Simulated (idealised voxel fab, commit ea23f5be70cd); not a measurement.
Proc. module: voxel transistor to metal
Square cell edge 5 nm, section width 160 nm, ID cut.
In this document a cross-section is written as a grid of square cells. It is given as a series of bands, listed from the top down, and a band is one or more rows of cells. The band entry comprises the height of the band's top followed by the height of its bottom, expressed in nm, and subsequently the band's materials from left to right, each stated together with its width in nm. Where a single material is marked with the word "full width", that material fills the band from edge to edge. The word "empty" represents empty space. Beneath 0, the wafer as received is one material, and that level is where height counting begins. The lowest band goes on downward without a bottom; it is written like "from 0 down". Quick explanation for "30->40": the width changes in equal steps down the rows of cells, from the first number in the band's top row to the second number in its bottom row. The designation "remained the same", where it is given for a processing step, indicates that no cell of the cross-section was altered in the course of that step. Listed in "Non-vented voids": every empty space of 8 or more cells without an open way to the top. Form: width x height at distance, the distance being from the left edge, all in nm. On a step's line, text after the settings is the simulator commenting on that step. On any step carrying a mask, the "overlay nm" setting, if present on the step's line, tells how far right of its planned place the mask lay; negative values point to the left.

-- Below is the list of planned process steps
step 1: RECEIVE | material Si
step 2: OXIDIZE | depth nm 5
step 3: CONFORMAL_DEP | material SiN | thk nm 10
step 4: MASKED_ETCH | tone cover | mask id ACTIVE | width nm 100 | etch materials SiN | depth nm 10 | overlay nm 0
step 5: MASKED_ETCH | tone cover | mask id ACTIVE | width nm 100 | etch materials SiO2 | depth nm 5 | overlay nm 0
step 6: MASKED_ETCH | tone cover | mask id ACTIVE | width nm 100 | etch materials Si | depth nm 30 | overlay nm 0
step 7: FILL_DEP | material SiO2 | thk nm 5
step 8: CMP | height nm 10
step 9: SELECTIVE_ETCH | etch materials SiO2 | depth nm 5
step 10: STRIP | etch materials SiN
step 11: SELECTIVE_ETCH | etch materials SiO2 | depth nm 5
step 12: OXIDIZE | depth nm 5
step 13: DIRECTIONAL_DEP | material polySi | thk nm 30
step 14: DIRECTIONAL_DEP | material SiCN | thk nm 15
step 15: DIRECTIONAL_DEP | material aC | thk nm 10
step 16: PATTERN | tone cover | mask id GATE | material resist | width nm 20 | thk nm 30 | overlay nm 0
step 17: DIRECTIONAL_ETCH | etch materials aC | depth nm 10
step 18: STRIP | etch materials resist
step 19: DIRECTIONAL_ETCH | etch materials SiCN | depth nm 25
step 20: DIRECTIONAL_ETCH | etch materials polySi | depth nm 40
step 21: STRIP | etch materials aC
step 22: CONFORMAL_DEP | material SiO2 | thk nm 5
step 23: DIRECTIONAL_ETCH | etch materials SiO2 | depth nm 5
step 24: CONFORMAL_DEP | material SiN | thk nm 10
step 25: DIRECTIONAL_ETCH | etch materials SiN | depth nm 10
step 26: DIRECTIONAL_ETCH | etch materials SiO2 | depth nm 5
step 27: DIRECTIONAL_ETCH | etch materials Si | depth nm 15
step 28: EPI | material SiGe | thk nm 15
step 29: FILL_DEP | material SiO2 | thk nm 5
step 30: CMP | height nm 40
step 31: DIRECTIONAL_DEP | material SiO2 | thk nm 15
step 32: DIRECTIONAL_DEP | material aC | thk nm 10
step 33: PATTERN | tone open | mask id CONTACT | material resist | width nm 25 | pitch nm 55 | thk nm 30 | overlay nm 0
step 34: DIRECTIONAL_ETCH | etch materials aC | depth nm 10
step 35: STRIP | etch materials resist
step 36: DIRECTIONAL_ETCH | etch materials SiO2 | depth nm 50
step 37: STRIP | etch materials aC
step 38: CONFORMAL_DEP | material TiN | thk nm 5
step 39: FILL_DEP | material Ru | thk nm 5
step 40: CMP | height nm 55
step 41: DIRECTIONAL_DEP | material TiN | thk nm 5
step 42: DIRECTIONAL_DEP | material W | thk nm 25
step 43: PATTERN | tone cover | mask id METAL_1 | material resist | width nm 15 | pitch nm 65 | thk nm 15 | overlay nm 0
step 44: DIRECTIONAL_ETCH | etch materials W | depth nm 25
step 45: DIRECTIONAL_ETCH | etch materials TiN | depth nm 5
step 46: STRIP | etch materials resist
step 47: FILL_DEP | material lowk | thk nm 5
step 48: CMP | height nm 85
step 49: CONFORMAL_DEP | material SiCN | thk nm 5

-- First wafer, two in total, run as planned

-- As-received wafer cross-section (after step 1)
from 0 down = Si full width
Non-vented voids: none

-- Presented here is a cross-section of the wafer after step 2 has been performed
from 0 to -5 = SiO2 full width
Everything below -5 is unchanged.

-- Presented here is a cross-section of the wafer after step 3 has been performed
from 10 to 0 = SiN full width
Everything below 0 is unchanged.

-- Presented here is a cross-section of the wafer after step 4 has been performed
from 10 to 0 = 30 empty, 100 SiN, 30 empty
Everything below 0 is unchanged.

-- Presented here is a cross-section of the wafer after step 5 has been performed
from 10 to 0 = 30 empty, 100 SiN, 30 empty
from 0 to -5 = 30 empty, 100 SiO2, 30 empty
Everything below -5 is unchanged.

-- Presented here is a cross-section of the wafer after step 6 has been performed
from 10 to 0 = 30 empty, 100 SiN, 30 empty
from 0 to -5 = 30 empty, 100 SiO2, 30 empty
from -5 to -35 = 30 empty, 100 Si, 30 empty
Everything below -35 is unchanged.

-- Presented here is a cross-section of the wafer after step 7 has been performed
from 15 to 10 = SiO2 full width
from 10 to 0 = 30 SiO2, 100 SiN, 30 SiO2
from 0 to -5 = SiO2 full width
from -5 to -35 = 30 SiO2, 100 Si, 30 SiO2
Everything below -35 is unchanged.

-- Presented here is a cross-section of the wafer after step 8 has been performed
from 10 to 0 = 30 SiO2, 100 SiN, 30 SiO2
Everything below 0 is unchanged.

-- Presented here is a cross-section of the wafer after step 9 has been performed
from 10 to 5 = 30 empty, 100 SiN, 30 empty
Everything below 5 is unchanged.

-- Presented here is a cross-section of the wafer after step 10 has been performed
from 5 to 0 = 30 SiO2, 100 empty, 30 SiO2
Everything below 0 is unchanged.

-- Presented here is a cross-section of the wafer after step 11 has been performed
from 0 to -5 = 25 SiO2, 110 empty, 25 SiO2
Everything below -5 is unchanged.

-- Presented here is a cross-section of the wafer after step 12 has been performed
from 0 to -5 = 25 SiO2, 110 empty, 25 SiO2
from -5 to -10 = SiO2 full width
Everything below -10 is unchanged.

-- Presented here is a cross-section of the wafer after step 13 has been performed
from 30 to 25 = 25 polySi, 110 empty, 25 polySi
from 25 to 0 = polySi full width
from 0 to -5 = 25 SiO2, 110 polySi, 25 SiO2
Everything below -5 is unchanged.

-- Presented here is a cross-section of the wafer after step 14 has been performed
from 45 to 40 = 25 SiCN, 110 empty, 25 SiCN
from 40 to 30 = SiCN full width
from 30 to 25 = 25 polySi, 110 SiCN, 25 polySi
Everything below 25 is unchanged.

-- Presented here is a cross-section of the wafer after step 15 has been performed
from 55 to 50 = 25 aC, 110 empty, 25 aC
from 50 to 45 = aC full width
from 45 to 40 = 25 SiCN, 110 aC, 25 SiCN
Everything below 40 is unchanged.

-- Presented here is a cross-section of the wafer after step 16 has been performed
from 85 to 55 = 70 empty, 20 resist, 70 empty
from 55 to 50 = 25 aC, 45 empty, 20 resist, 45 empty, 25 aC
Everything below 50 is unchanged.

-- Presented here is a cross-section of the wafer after step 17 has been performed
from 75 to 50 = 70 empty, 20 resist, 70 empty
from 50 to 45 = 70 empty, 20 aC, 70 empty
from 45 to 40 = 25 SiCN, 45 empty, 20 aC, 45 empty, 25 SiCN
Everything below 40 is unchanged.

-- Presented here is a cross-section of the wafer after step 18 has been performed
from 50 to 45 = 70 empty, 20 aC, 70 empty
Everything below 45 is unchanged.

-- Presented here is a cross-section of the wafer after step 19 has been performed
from 50 to 40 = 70 empty, 20 aC, 70 empty
from 40 to 30 = 70 empty, 20 SiCN, 70 empty
from 30 to 25 = 25 polySi, 45 empty, 20 SiCN, 45 empty, 25 polySi
Everything below 25 is unchanged.

-- Presented here is a cross-section of the wafer after step 20 has been performed
from 50 to 40 = 70 empty, 20 aC, 70 empty
from 40 to 25 = 70 empty, 20 SiCN, 70 empty
from 25 to 0 = 70 empty, 20 polySi, 70 empty
from 0 to -5 = 25 SiO2, 45 empty, 20 polySi, 45 empty, 25 SiO2
Everything below -5 is unchanged.

-- Presented here is a cross-section of the wafer after step 21 has been performed
from 40 to 25 = 70 empty, 20 SiCN, 70 empty
Everything below 25 is unchanged.

-- Presented here is a cross-section of the wafer after step 22 has been performed
from 45 to 40 = 65 empty, 30 SiO2, 65 empty
from 40 to 25 = 65 empty, 5 SiO2, 20 SiCN, 5 SiO2, 65 empty
from 25 to 5 = 65 empty, 5 SiO2, 20 polySi, 5 SiO2, 65 empty
from 5 to 0 = 30 SiO2, 35 empty, 5 SiO2, 20 polySi, 5 SiO2, 35 empty, 30 SiO2
from 0 to -5 = 70 SiO2, 20 polySi, 70 SiO2
Everything below -5 is unchanged.

-- Presented here is a cross-section of the wafer after step 23 has been performed
from 40 to 25 = 65 empty, 5 SiO2, 20 SiCN, 5 SiO2, 65 empty
from 25 to 0 = 65 empty, 5 SiO2, 20 polySi, 5 SiO2, 65 empty
from 0 to -5 = 30 SiO2, 35 empty, 5 SiO2, 20 polySi, 5 SiO2, 35 empty, 30 SiO2
Everything below -5 is unchanged.

-- Presented here is a cross-section of the wafer after step 24 has been performed
from 50 to 40 = 55 empty, 50 SiN, 55 empty
from 40 to 25 = 55 empty, 10 SiN, 5 SiO2, 20 SiCN, 5 SiO2, 10 SiN, 55 empty
from 25 to 10 = 55 empty, 10 SiN, 5 SiO2, 20 polySi, 5 SiO2, 10 SiN, 55 empty
from 10 to 5 = 40 SiN, 15 empty, 10 SiN, 5 SiO2, 20 polySi, 5 SiO2, 10 SiN, 15 empty, 40 SiN
from 5 to 0 = 65 SiN, 5 SiO2, 20 polySi, 5 SiO2, 65 SiN
from 0 to -5 = 30 SiO2, 35 SiN, 5 SiO2, 20 polySi, 5 SiO2, 35 SiN, 30 SiO2
Everything below -5 is unchanged.

-- Presented here is a cross-section of the wafer after step 25 has been performed
from 40 to 25 = 55 empty, 10 SiN, 5 SiO2, 20 SiCN, 5 SiO2, 10 SiN, 55 empty
from 25 to 0 = 55 empty, 10 SiN, 5 SiO2, 20 polySi, 5 SiO2, 10 SiN, 55 empty
from 0 to -5 = 30 SiO2, 10 SiN, 15 empty, 10 SiN, 5 SiO2, 20 polySi, 5 SiO2, 10 SiN, 15 empty, 10 SiN, 30 SiO2
Everything below -5 is unchanged.

-- Presented here is a cross-section of the wafer after step 26 has been performed
from 40 to 35 = 55 empty, 10 SiN, 5 empty, 20 SiCN, 5 empty, 10 SiN, 55 empty
from 35 to 25 = 55 empty, 10 SiN, 5 SiO2, 20 SiCN, 5 SiO2, 10 SiN, 55 empty
from 25 to 0 = 55 empty, 10 SiN, 5 SiO2, 20 polySi, 5 SiO2, 10 SiN, 55 empty
from 0 to -5 = 30 empty, 10 SiN, 15 empty, 10 SiN, 5 SiO2, 20 polySi, 5 SiO2, 10 SiN, 15 empty, 10 SiN, 30 empty
from -5 to -10 = 40 SiO2, 15 empty, 50 SiO2, 15 empty, 40 SiO2
Everything below -10 is unchanged.

-- Presented here is a cross-section of the wafer after step 27 has been performed
from 40 to 35 = 55 empty, 10 SiN, 5 empty, 20 SiCN, 5 empty, 10 SiN, 55 empty
from 35 to 25 = 55 empty, 10 SiN, 5 SiO2, 20 SiCN, 5 SiO2, 10 SiN, 55 empty
from 25 to 0 = 55 empty, 10 SiN, 5 SiO2, 20 polySi, 5 SiO2, 10 SiN, 55 empty
from 0 to -5 = 30 empty, 10 SiN, 15 empty, 10 SiN, 5 SiO2, 20 polySi, 5 SiO2, 10 SiN, 15 empty, 10 SiN, 30 empty
from -5 to -10 = 40 SiO2, 15 empty, 50 SiO2, 15 empty, 40 SiO2
from -10 to -25 = 30 SiO2, 10 Si, 15 empty, 50 Si, 15 empty, 10 Si, 30 SiO2
Everything below -25 is unchanged.

-- Presented here is a cross-section of the wafer after step 28 has been performed
from 40 to 35 = 55 empty, 10 SiN, 5 empty, 20 SiCN, 5 empty, 10 SiN, 55 empty
from 35 to 25 = 55 empty, 10 SiN, 5 SiO2, 20 SiCN, 5 SiO2, 10 SiN, 55 empty
from 25 to 5 = 55 empty, 10 SiN, 5 SiO2, 20 polySi, 5 SiO2, 10 SiN, 55 empty
from 5 to 0 = 35 empty, 20 SiGe, 10 SiN, 5 SiO2, 20 polySi, 5 SiO2, 10 SiN, 20 SiGe, 35 empty
from 0 to -5 = 30 empty, 10 SiN, 15 SiGe, 10 SiN, 5 SiO2, 20 polySi, 5 SiO2, 10 SiN, 15 SiGe, 10 SiN, 30 empty
from -5 to -10 = 40 SiO2, 15 SiGe, 50 SiO2, 15 SiGe, 40 SiO2
from -10 to -25 = 30 SiO2, 10 Si, 15 SiGe, 50 Si, 15 SiGe, 10 Si, 30 SiO2
Everything below -25 is unchanged.

-- Presented here is a cross-section of the wafer after step 29 has been performed
from 45 to 40 = SiO2 full width
from 40 to 25 = 55 SiO2, 10 SiN, 5 SiO2, 20 SiCN, 5 SiO2, 10 SiN, 55 SiO2
from 25 to 5 = 55 SiO2, 10 SiN, 5 SiO2, 20 polySi, 5 SiO2, 10 SiN, 55 SiO2
from 5 to 0 = 35 SiO2, 20 SiGe, 10 SiN, 5 SiO2, 20 polySi, 5 SiO2, 10 SiN, 20 SiGe, 35 SiO2
from 0 to -5 = 30 SiO2, 10 SiN, 15 SiGe, 10 SiN, 5 SiO2, 20 polySi, 5 SiO2, 10 SiN, 15 SiGe, 10 SiN, 30 SiO2
Everything below -5 is unchanged.

-- Presented here is a cross-section of the wafer after step 30 has been performed
from 40 to 25 = 55 SiO2, 10 SiN, 5 SiO2, 20 SiCN, 5 SiO2, 10 SiN, 55 SiO2
Everything below 25 is unchanged.

-- Presented here is a cross-section of the wafer after step 31 has been performed
from 55 to 40 = SiO2 full width
Everything below 40 is unchanged.

-- Presented here is a cross-section of the wafer after step 32 has been performed
from 65 to 55 = aC full width
Everything below 55 is unchanged.

-- Presented here is a cross-section of the wafer after step 33 has been performed
from 95 to 65 = 40 resist, 25 empty, 30 resist, 25 empty, 40 resist
Everything below 65 is unchanged.

-- Presented here is a cross-section of the wafer after step 34 has been performed
from 85 to 65 = 40 resist, 25 empty, 30 resist, 25 empty, 40 resist
from 65 to 55 = 40 aC, 25 empty, 30 aC, 25 empty, 40 aC
Everything below 55 is unchanged.

-- Presented here is a cross-section of the wafer after step 35 has been performed
from 65 to 55 = 40 aC, 25 empty, 30 aC, 25 empty, 40 aC
Everything below 55 is unchanged.

-- Presented here is a cross-section of the wafer after step 36 has been performed
from 65 to 55 = 40 aC, 25 empty, 30 aC, 25 empty, 40 aC
from 55 to 40 = 40 SiO2, 25 empty, 30 SiO2, 25 empty, 40 SiO2
from 40 to 25 = 40 SiO2, 15 empty, 10 SiN, 5 SiO2, 20 SiCN, 5 SiO2, 10 SiN, 15 empty, 40 SiO2
from 25 to 5 = 40 SiO2, 15 empty, 10 SiN, 5 SiO2, 20 polySi, 5 SiO2, 10 SiN, 15 empty, 40 SiO2
Everything below 5 is unchanged.

-- Presented here is a cross-section of the wafer after step 37 has been performed
from 55 to 40 = 40 SiO2, 25 empty, 30 SiO2, 25 empty, 40 SiO2
Everything below 40 is unchanged.

-- Presented here is a cross-section of the wafer after step 38 has been performed
from 60 to 55 = 45 TiN, 15 empty, 40 TiN, 15 empty, 45 TiN
from 55 to 45 = 40 SiO2, 5 TiN, 15 empty, 5 TiN, 30 SiO2, 5 TiN, 15 empty, 5 TiN, 40 SiO2
from 45 to 40 = 40 SiO2, 5 TiN, 5 empty, 15 TiN, 30 SiO2, 15 TiN, 5 empty, 5 TiN, 40 SiO2
from 40 to 25 = 40 SiO2, 5 TiN, 5 empty, 5 TiN, 10 SiN, 5 SiO2, 20 SiCN, 5 SiO2, 10 SiN, 5 TiN, 5 empty, 5 TiN, 40 SiO2
from 25 to 10 = 40 SiO2, 5 TiN, 5 empty, 5 TiN, 10 SiN, 5 SiO2, 20 polySi, 5 SiO2, 10 SiN, 5 TiN, 5 empty, 5 TiN, 40 SiO2
from 10 to 5 = 40 SiO2, 15 TiN, 10 SiN, 5 SiO2, 20 polySi, 5 SiO2, 10 SiN, 15 TiN, 40 SiO2
Everything below 5 is unchanged.

-- Presented here is a cross-section of the wafer after step 39 has been performed
from 65 to 60 = Ru full width
from 60 to 55 = 45 TiN, 15 Ru, 40 TiN, 15 Ru, 45 TiN
from 55 to 45 = 40 SiO2, 5 TiN, 15 Ru, 5 TiN, 30 SiO2, 5 TiN, 15 Ru, 5 TiN, 40 SiO2
from 45 to 40 = 40 SiO2, 5 TiN, 5 Ru, 15 TiN, 30 SiO2, 15 TiN, 5 Ru, 5 TiN, 40 SiO2
from 40 to 25 = 40 SiO2, 5 TiN, 5 Ru, 5 TiN, 10 SiN, 5 SiO2, 20 SiCN, 5 SiO2, 10 SiN, 5 TiN, 5 Ru, 5 TiN, 40 SiO2
from 25 to 10 = 40 SiO2, 5 TiN, 5 Ru, 5 TiN, 10 SiN, 5 SiO2, 20 polySi, 5 SiO2, 10 SiN, 5 TiN, 5 Ru, 5 TiN, 40 SiO2
Everything below 10 is unchanged.

-- Presented here is a cross-section of the wafer after step 40 has been performed
from 55 to 45 = 40 SiO2, 5 TiN, 15 Ru, 5 TiN, 30 SiO2, 5 TiN, 15 Ru, 5 TiN, 40 SiO2
Everything below 45 is unchanged.

-- Presented here is a cross-section of the wafer after step 41 has been performed
from 60 to 55 = TiN full width
Everything below 55 is unchanged.

-- Presented here is a cross-section of the wafer after step 42 has been performed
from 85 to 60 = W full width
Everything below 60 is unchanged.

-- Presented here is a cross-section of the wafer after step 43 has been performed
from 100 to 85 = 40 empty, 15 resist, 50 empty, 15 resist, 40 empty
Everything below 85 is unchanged.

-- Presented here is a cross-section of the wafer after step 44 has been performed
from 100 to 85 = 40 empty, 15 resist, 50 empty, 15 resist, 40 empty
from 85 to 60 = 40 empty, 15 W, 50 empty, 15 W, 40 empty
Everything below 60 is unchanged.

-- Presented here is a cross-section of the wafer after step 45 has been performed
from 100 to 85 = 40 empty, 15 resist, 50 empty, 15 resist, 40 empty
from 85 to 60 = 40 empty, 15 W, 50 empty, 15 W, 40 empty
from 60 to 55 = 40 empty, 15 TiN, 50 empty, 15 TiN, 40 empty
Everything below 55 is unchanged.

-- Presented here is a cross-section of the wafer after step 46 has been performed
from 85 to 60 = 40 empty, 15 W, 50 empty, 15 W, 40 empty
Everything below 60 is unchanged.

-- Presented here is a cross-section of the wafer after step 47 has been performed
from 90 to 85 = lowk full width
from 85 to 60 = 40 lowk, 15 W, 50 lowk, 15 W, 40 lowk
from 60 to 55 = 40 lowk, 15 TiN, 50 lowk, 15 TiN, 40 lowk
Everything below 55 is unchanged.

-- Presented here is a cross-section of the wafer after step 48 has been performed
from 85 to 60 = 40 lowk, 15 W, 50 lowk, 15 W, 40 lowk
Everything below 60 is unchanged.

-- Presented here is a cross-section of the wafer after step 49 has been performed
from 90 to 85 = SiCN full width
Everything below 85 is unchanged.

-- Okay, second wafer. Nothing different at the start, nothing different in the plan, just one mistake somewhere in the running. As far as step 15, counting that step, it's the first wafer all over again

-- Second wafer, cross-section, planned end of step 16
from 85 to 55 = 70 resist, 20 empty, 70 resist
from 55 to 50 = 25 aC, 45 resist, 20 empty, 45 resist, 25 aC
Everything below 50 is unchanged.

-- Second wafer, cross-section, planned end of step 17
from 75 to 55 = 70 resist, 20 empty, 70 resist
from 55 to 50 = 25 aC, 45 resist, 20 empty, 45 resist, 25 aC
from 50 to 45 = 70 aC, 20 empty, 70 aC
from 45 to 40 = 25 SiCN, 45 aC, 20 empty, 45 aC, 25 SiCN
Everything below 40 is unchanged.

-- Second wafer, cross-section, planned end of step 18
from 55 to 45 = 25->70 aC, 110->20 empty, 25->70 aC
Everything below 45 is unchanged.

-- Second wafer, cross-section, planned end of step 19
from 55 to 45 = 25->70 aC, 110->20 empty, 25->70 aC
from 45 to 40 = 25 SiCN, 45 aC, 20 empty, 45 aC, 25 SiCN
from 40 to 30 = 70 SiCN, 20 empty, 70 SiCN
from 30 to 25 = 25 polySi, 45 SiCN, 20 empty, 45 SiCN, 25 polySi
Everything below 25 is unchanged.

-- Second wafer, cross-section, planned end of step 20
from 55 to 45 = 25->70 aC, 110->20 empty, 25->70 aC
from 45 to 40 = 25 SiCN, 45 aC, 20 empty, 45 aC, 25 SiCN
from 40 to 30 = 70 SiCN, 20 empty, 70 SiCN
from 30 to 25 = 25 polySi, 45 SiCN, 20 empty, 45 SiCN, 25 polySi
from 25 to 0 = 70 polySi, 20 empty, 70 polySi
from 0 to -5 = 25 SiO2, 45 polySi, 20 empty, 45 polySi, 25 SiO2
Everything below -5 is unchanged.

-- Second wafer, cross-section, planned end of step 21
from 45 to 40 = 25 SiCN, 110 empty, 25 SiCN
Everything below 40 is unchanged.

-- Second wafer, cross-section, planned end of step 22
from 50 to 45 = 30 SiO2, 100 empty, 30 SiO2
from 45 to 40 = 25 SiCN, 50 SiO2, 10 empty, 50 SiO2, 25 SiCN
from 40 to 30 = 70 SiCN, 5 SiO2, 10 empty, 5 SiO2, 70 SiCN
from 30 to 25 = 25 polySi, 45 SiCN, 5 SiO2, 10 empty, 5 SiO2, 45 SiCN, 25 polySi
from 25 to 0 = 70 polySi, 5 SiO2, 10 empty, 5 SiO2, 70 polySi
from 0 to -5 = 25 SiO2, 45 polySi, 20 SiO2, 45 polySi, 25 SiO2
Everything below -5 is unchanged.

-- Second wafer, cross-section, planned end of step 23
from 45 to 40 = 25 SiCN, 5 SiO2, 100 empty, 5 SiO2, 25 SiCN
from 40 to 30 = 70 SiCN, 5 SiO2, 10 empty, 5 SiO2, 70 SiCN
from 30 to 25 = 25 polySi, 45 SiCN, 5 SiO2, 10 empty, 5 SiO2, 45 SiCN, 25 polySi
from 25 to 0 = 70 polySi, 5 SiO2, 10 empty, 5 SiO2, 70 polySi
from 0 to -5 = 25 SiO2, 45 polySi, 5 SiO2, 10 empty, 5 SiO2, 45 polySi, 25 SiO2
Everything below -5 is unchanged.

-- Second wafer, cross-section, planned end of step 24
from 55 to 50 = 40 SiN, 80 empty, 40 SiN
from 50 to 45 = SiN full width
from 45 to 40 = 25 SiCN, 5 SiO2, 100 SiN, 5 SiO2, 25 SiCN
from 40 to 30 = 70 SiCN, 5 SiO2, 10 SiN, 5 SiO2, 70 SiCN
from 30 to 25 = 25 polySi, 45 SiCN, 5 SiO2, 10 SiN, 5 SiO2, 45 SiCN, 25 polySi
from 25 to 0 = 70 polySi, 5 SiO2, 10 SiN, 5 SiO2, 70 polySi
from 0 to -5 = 25 SiO2, 45 polySi, 5 SiO2, 10 SiN, 5 SiO2, 45 polySi, 25 SiO2
Everything below -5 is unchanged.

-- Second wafer, cross-section, planned end of step 25
from 45 to 40 = 25 SiCN, 5 SiO2, 10 SiN, 80 empty, 10 SiN, 5 SiO2, 25 SiCN
Everything below 40 is unchanged.

-- Second wafer, cross-section, planned end of step 26
from 45 to 40 = 25 SiCN, 5 empty, 10 SiN, 80 empty, 10 SiN, 5 empty, 25 SiCN
from 40 to 35 = 70 SiCN, 5 empty, 10 SiN, 5 empty, 70 SiCN
Everything below 35 is unchanged.

Second wafer, cross-section, planned end of step 27: remained the same

Second wafer, cross-section, planned end of step 28: remained the same

-- Second wafer, cross-section, planned end of step 29
from 50 to 45 = SiO2 full width
from 45 to 40 = 25 SiCN, 5 SiO2, 10 SiN, 80 SiO2, 10 SiN, 5 SiO2, 25 SiCN
from 40 to 30 = 70 SiCN, 5 SiO2, 10 SiN, 5 SiO2, 70 SiCN
Everything below 30 is unchanged.

-- Second wafer, cross-section, planned end of step 30
from 40 to 30 = 70 SiCN, 5 SiO2, 10 SiN, 5 SiO2, 70 SiCN
Everything below 30 is unchanged.

-- Second wafer, cross-section, planned end of step 31
from 55 to 40 = SiO2 full width
Everything below 40 is unchanged.

-- Second wafer, cross-section, planned end of step 32
from 65 to 55 = aC full width
Everything below 55 is unchanged.

-- Second wafer, cross-section, planned end of step 33
from 95 to 65 = 40 resist, 25 empty, 30 resist, 25 empty, 40 resist
Everything below 65 is unchanged.

-- Second wafer, cross-section, planned end of step 34
from 85 to 65 = 40 resist, 25 empty, 30 resist, 25 empty, 40 resist
from 65 to 55 = 40 aC, 25 empty, 30 aC, 25 empty, 40 aC
Everything below 55 is unchanged.

-- Second wafer, cross-section, planned end of step 35
from 65 to 55 = 40 aC, 25 empty, 30 aC, 25 empty, 40 aC
Everything below 55 is unchanged.

-- Second wafer, cross-section, planned end of step 36
from 65 to 55 = 40 aC, 25 empty, 30 aC, 25 empty, 40 aC
from 55 to 40 = 40 SiO2, 25 empty, 30 SiO2, 25 empty, 40 SiO2
Everything below 40 is unchanged.

-- Second wafer, cross-section, planned end of step 37
from 55 to 40 = 40 SiO2, 25 empty, 30 SiO2, 25 empty, 40 SiO2
Everything below 40 is unchanged.

-- Second wafer, cross-section, planned end of step 38
from 60 to 55 = 45 TiN, 15 empty, 40 TiN, 15 empty, 45 TiN
from 55 to 45 = 40 SiO2, 5 TiN, 15 empty, 5 TiN, 30 SiO2, 5 TiN, 15 empty, 5 TiN, 40 SiO2
from 45 to 40 = 40 SiO2, 25 TiN, 30 SiO2, 25 TiN, 40 SiO2
Everything below 40 is unchanged.

-- Second wafer, cross-section, planned end of step 39
from 65 to 60 = Ru full width
from 60 to 55 = 45 TiN, 15 Ru, 40 TiN, 15 Ru, 45 TiN
from 55 to 45 = 40 SiO2, 5 TiN, 15 Ru, 5 TiN, 30 SiO2, 5 TiN, 15 Ru, 5 TiN, 40 SiO2
Everything below 45 is unchanged.

-- Second wafer, cross-section, planned end of step 40
from 55 to 45 = 40 SiO2, 5 TiN, 15 Ru, 5 TiN, 30 SiO2, 5 TiN, 15 Ru, 5 TiN, 40 SiO2
Everything below 45 is unchanged.

-- Second wafer, cross-section, planned end of step 41
from 60 to 55 = TiN full width
Everything below 55 is unchanged.

-- Second wafer, cross-section, planned end of step 42
from 85 to 60 = W full width
Everything below 60 is unchanged.

-- Second wafer, cross-section, planned end of step 43
from 100 to 85 = 40 empty, 15 resist, 50 empty, 15 resist, 40 empty
Everything below 85 is unchanged.

-- Second wafer, cross-section, planned end of step 44
from 100 to 85 = 40 empty, 15 resist, 50 empty, 15 resist, 40 empty
from 85 to 60 = 40 empty, 15 W, 50 empty, 15 W, 40 empty
Everything below 60 is unchanged.

-- Second wafer, cross-section, planned end of step 45
from 100 to 85 = 40 empty, 15 resist, 50 empty, 15 resist, 40 empty
from 85 to 60 = 40 empty, 15 W, 50 empty, 15 W, 40 empty
from 60 to 55 = 40 empty, 15 TiN, 50 empty, 15 TiN, 40 empty
Everything below 55 is unchanged.

-- Second wafer, cross-section, planned end of step 46
from 85 to 60 = 40 empty, 15 W, 50 empty, 15 W, 40 empty
Everything below 60 is unchanged.

-- Second wafer, cross-section, planned end of step 47
from 90 to 85 = lowk full width
from 85 to 60 = 40 lowk, 15 W, 50 lowk, 15 W, 40 lowk
from 60 to 55 = 40 lowk, 15 TiN, 50 lowk, 15 TiN, 40 lowk
Everything below 55 is unchanged.

-- Second wafer, cross-section, planned end of step 48
from 85 to 60 = 40 lowk, 15 W, 50 lowk, 15 W, 40 lowk
Everything below 60 is unchanged.

-- Second wafer, cross-section, planned end of step 49
from 90 to 85 = SiCN full width
Everything below 85 is unchanged.
Plan not followed: step 16 ran with different settings than intended, the actual operation and settings being PATTERN | tone open | mask id GATE | material resist | width nm 20 | thk nm 30 | overlay nm 0
Wrapping up, a cell-based count of both wafers puts the second over or under the first for these materials: Ru: 14 fewer | Si: 18 more | SiCN: 62 more | SiGe: 38 fewer | SiN: 22 fewer | SiO2: 122 fewer | TiN: 28 fewer | polySi: 144 more
